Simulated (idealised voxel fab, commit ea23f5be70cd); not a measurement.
process module | voxel lift off
cross-section cut | 140 nm wide | cells 5 nm
A cross-section is a grid of square cells, given in bands from the top down. A band is one or more rows of cells.
Each band's line starts with the height of the band's top and of its bottom, in nm. Then come its materials from left to right, each with its width in nm. One material with "throughout" fills the band from edge to edge. "air" is empty space.
Height 0 is the level under which the wafer as received is all one material. The lowest band goes on downwards, as in "0 down".
A width such as "30 to 40" changes by the same amount from each row of cells to the next, from the band's top row to its bottom row.
"no change" after a step means that no cell of the cross-section changed.
closed voids: empty space of 8 cells or more with no open way to the top, each as width x height at its distance from the left edge, in nm
after a step's settings: what the simulator itself notes on the step
overlay nm, on a step with a mask: how far to the right of its planned place the mask lay; to the left if negative
plan
1 op RECEIVE | material Si
2 op CONFORMAL_DEP | material Al2O3 | thk nm 10
3 op PATTERN | tone open | mask id LINES | material resist | width nm 25 | pitch nm 40 | thk nm 20 | overlay nm 0
4 op DIRECTIONAL_DEP | material Ru | thk nm 10
5 op STRIP | etch materials resist
6 op CONFORMAL_DEP | material SiO2 | thk nm 10
as received, after step 1
  0 down: Si throughout
  closed voids: none
a wafer at the end: this start, this plan, one mistake
  25 to 20: air 10 | SiO2 35 | air 5 | SiO2 35 | air 5 | SiO2 35 | air 15
  20 to 15: air 10 | SiO2 5 | Ru 25 | SiO2 5 | air 5 | SiO2 5 | Ru 25 | SiO2 5 | air 5 | SiO2 5 | Ru 25 | SiO2 5 | air 15
  15 to 10: SiO2 15 | Ru 25 | SiO2 15 | Ru 25 | SiO2 15 | Ru 25 | SiO2 20
  10 to 0: Al2O3 throughout
  0 down: Si throughout
  closed voids: none
what went wrong: step 6 ran as: op CONFORMAL_DEP | material SiO2 | thk nm 5
